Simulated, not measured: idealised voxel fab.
The process module that follows is named voxel fin reveal.
Square cell edge 5 nm, section width 270 nm, ID cut.
Cross-section layout: square cells on a grid; listed as bands, top to bottom; a band spans one or more cell rows.
What a band's entry tells you: where the top is and where the bottom is, as heights in nm, and after that what lies inside, material by material from left to right, each with its width in nm. Empty space is written as the word "empty", and a single material marked with the word "everywhere" occupies the band from edge to edge.
Heights are reckoned from 0. Under this level, the received wafer is all of one material. The bottommost band is open-ended downward, for example "from 0 down".
You'd read "30 to 40" like this: the band's top row of cells is as wide as the first number, its bottom row is as wide as the second, and going down, every row changes width by the same amount as the row before did.
Key: "nothing was modified" - step with no changed cell in the cross-section.
Each empty space that has no open way to the top and spans at least 8 cells appears under "Enclosed cavities" as width x height at distance, the distance counted from the left edge, all in nm.
Where a step's line continues beyond its settings, the continuation is a remark by the simulator itself on that step.
If you see "overlay nm" on a step's line and that step has a mask, it's telling you how far right of where it was planned the mask ended up; a negative number means it went left instead.

This section lists the process steps that were planned
1: op RECEIVE | material Si
2: op CONFORMAL_DEP | material SiN | thk nm 5
3: op PATTERN | tone cover | mask id FINS | material resist | width nm 15 | pitch nm 45 | thk nm 20 | overlay nm 0
4: op DIRECTIONAL_ETCH | etch materials SiN | depth nm 5
5: op DIRECTIONAL_ETCH | etch materials Si | depth nm 30
6: op STRIP | etch materials resist
7: op FILL_DEP | material SiO2 | thk nm 15
8: op CMP | height nm 5
9: op SELECTIVE_ETCH | etch materials SiO2 | depth nm 15
10: op STRIP | etch materials SiN
11: op CONFORMAL_DEP | material HfO2 | thk nm 5

Concerning the first of two wafers, which was run in accordance with the plan

Wafer cross-section on receipt, i.e. after step 1
	from 0 down: Si everywhere
	Enclosed cavities: none

Wafer section view after processing step 2
	from 5 to 0: SiN everywhere
	Note: structure below 0 unchanged.

Wafer section view after processing step 3
	from 25 to 5: empty 80 nm / resist 15 nm / empty 30 nm / resist 15 nm / empty 30 nm / resist 15 nm / empty 85 nm
	Note: structure below 5 unchanged.

Wafer section view after processing step 4
	from 25 to 5: empty 80 nm / resist 15 nm / empty 30 nm / resist 15 nm / empty 30 nm / resist 15 nm / empty 85 nm
	from 5 to 0: empty 80 nm / SiN 15 nm / empty 30 nm / SiN 15 nm / empty 30 nm / SiN 15 nm / empty 85 nm
	Note: structure below 0 unchanged.

Wafer section view after processing step 5
	from 25 to 5: empty 80 nm / resist 15 nm / empty 30 nm / resist 15 nm / empty 30 nm / resist 15 nm / empty 85 nm
	from 5 to 0: empty 80 nm / SiN 15 nm / empty 30 nm / SiN 15 nm / empty 30 nm / SiN 15 nm / empty 85 nm
	from 0 to -30: empty 80 nm / Si 15 nm / empty 30 nm / Si 15 nm / empty 30 nm / Si 15 nm / empty 85 nm
	Note: structure below -30 unchanged.

Wafer section view after processing step 6
	from 5 to 0: empty 80 nm / SiN 15 nm / empty 30 nm / SiN 15 nm / empty 30 nm / SiN 15 nm / empty 85 nm
	Note: structure below 0 unchanged.

Wafer section view after processing step 7
	from 20 to 5: SiO2 everywhere
	from 5 to 0: SiO2 80 nm / SiN 15 nm / SiO2 30 nm / SiN 15 nm / SiO2 30 nm / SiN 15 nm / SiO2 85 nm
	from 0 to -30: SiO2 80 nm / Si 15 nm / SiO2 30 nm / Si 15 nm / SiO2 30 nm / Si 15 nm / SiO2 85 nm
	Note: structure below -30 unchanged.

Wafer section view after processing step 8
	from 5 to 0: SiO2 80 nm / SiN 15 nm / SiO2 30 nm / SiN 15 nm / SiO2 30 nm / SiN 15 nm / SiO2 85 nm
	Note: structure below 0 unchanged.

Wafer section view after processing step 9
	from 5 to 0: empty 80 nm / SiN 15 nm / empty 30 nm / SiN 15 nm / empty 30 nm / SiN 15 nm / empty 85 nm
	from 0 to -10: empty 80 nm / Si 15 nm / empty 30 nm / Si 15 nm / empty 30 nm / Si 15 nm / empty 85 nm
	Note: structure below -10 unchanged.

Wafer section view after processing step 10
	from 0 to -10: empty 80 nm / Si 15 nm / empty 30 nm / Si 15 nm / empty 30 nm / Si 15 nm / empty 85 nm
	Note: structure below -10 unchanged.

Wafer section view after processing step 11
	from 5 to 0: empty 75 nm / HfO2 25 nm / empty 20 nm / HfO2 25 nm / empty 20 nm / HfO2 25 nm / empty 80 nm
	from 0 to -5: empty 75 nm / HfO2 5 nm / Si 15 nm / HfO2 5 nm / empty 20 nm / HfO2 5 nm / Si 15 nm / HfO2 5 nm / empty 20 nm / HfO2 5 nm / Si 15 nm / HfO2 5 nm / empty 80 nm
	from -5 to -10: HfO2 80 nm / Si 15 nm / HfO2 30 nm / Si 15 nm / HfO2 30 nm / Si 15 nm / HfO2 85 nm
	Note: structure below -10 unchanged.

Second Wafer (Identical Start and Plan, One Processing Error; Matches First Wafer Through Step 2)

Here is the second wafer in cross-section at the point where step 3 of the plan should have been done
	from 25 to 5: empty 85 nm / resist 15 nm / empty 30 nm / resist 15 nm / empty 30 nm / resist 15 nm / empty 80 nm
	Note: structure below 5 unchanged.

Here is the second wafer in cross-section at the point where step 4 of the plan should have been done
	from 25 to 5: empty 85 nm / resist 15 nm / empty 30 nm / resist 15 nm / empty 30 nm / resist 15 nm / empty 80 nm
	from 5 to 0: empty 85 nm / SiN 15 nm / empty 30 nm / SiN 15 nm / empty 30 nm / SiN 15 nm / empty 80 nm
	Note: structure below 0 unchanged.

Here is the second wafer in cross-section at the point where step 5 of the plan should have been done
	from 25 to 5: empty 85 nm / resist 15 nm / empty 30 nm / resist 15 nm / empty 30 nm / resist 15 nm / empty 80 nm
	from 5 to 0: empty 85 nm / SiN 15 nm / empty 30 nm / SiN 15 nm / empty 30 nm / SiN 15 nm / empty 80 nm
	from 0 to -30: empty 85 nm / Si 15 nm / empty 30 nm / Si 15 nm / empty 30 nm / Si 15 nm / empty 80 nm
	Note: structure below -30 unchanged.

Here is the second wafer in cross-section at the point where step 6 of the plan should have been done
	from 5 to 0: empty 85 nm / SiN 15 nm / empty 30 nm / SiN 15 nm / empty 30 nm / SiN 15 nm / empty 80 nm
	Note: structure below 0 unchanged.

Here is the second wafer in cross-section at the point where step 7 of the plan should have been done
	from 20 to 5: SiO2 everywhere
	from 5 to 0: SiO2 85 nm / SiN 15 nm / SiO2 30 nm / SiN 15 nm / SiO2 30 nm / SiN 15 nm / SiO2 80 nm
	from 0 to -30: SiO2 85 nm / Si 15 nm / SiO2 30 nm / Si 15 nm / SiO2 30 nm / Si 15 nm / SiO2 80 nm
	Note: structure below -30 unchanged.

Here is the second wafer in cross-section at the point where step 8 of the plan should have been done
	from 5 to 0: SiO2 85 nm / SiN 15 nm / SiO2 30 nm / SiN 15 nm / SiO2 30 nm / SiN 15 nm / SiO2 80 nm
	Note: structure below 0 unchanged.

Here is the second wafer in cross-section at the point where step 9 of the plan should have been done
	from 5 to 0: empty 85 nm / SiN 15 nm / empty 30 nm / SiN 15 nm / empty 30 nm / SiN 15 nm / empty 80 nm
	from 0 to -10: empty 85 nm / Si 15 nm / empty 30 nm / Si 15 nm / empty 30 nm / Si 15 nm / empty 80 nm
	Note: structure below -10 unchanged.

Here is the second wafer in cross-section at the point where step 10 of the plan should have been done
	from 0 to -10: empty 85 nm / Si 15 nm / empty 30 nm / Si 15 nm / empty 30 nm / Si 15 nm / empty 80 nm
	Note: structure below -10 unchanged.

Here is the second wafer in cross-section at the point where step 11 of the plan should have been done
	from 5 to 0: empty 80 nm / HfO2 25 nm / empty 20 nm / HfO2 25 nm / empty 20 nm / HfO2 25 nm / empty 75 nm
	from 0 to -5: empty 80 nm / HfO2 5 nm / Si 15 nm / HfO2 5 nm / empty 20 nm / HfO2 5 nm / Si 15 nm / HfO2 5 nm / empty 20 nm / HfO2 5 nm / Si 15 nm / HfO2 5 nm / empty 75 nm
	from -5 to -10: HfO2 85 nm / Si 15 nm / HfO2 30 nm / Si 15 nm / HfO2 30 nm / Si 15 nm / HfO2 80 nm
	Note: structure below -10 unchanged.
Error vs. plan: step 3 ran as: op PATTERN | tone cover | mask id FINS | material resist | width nm 15 | pitch nm 45 | thk nm 20 | overlay nm 5
Both wafers, final: cells per material equal; arrangement not.
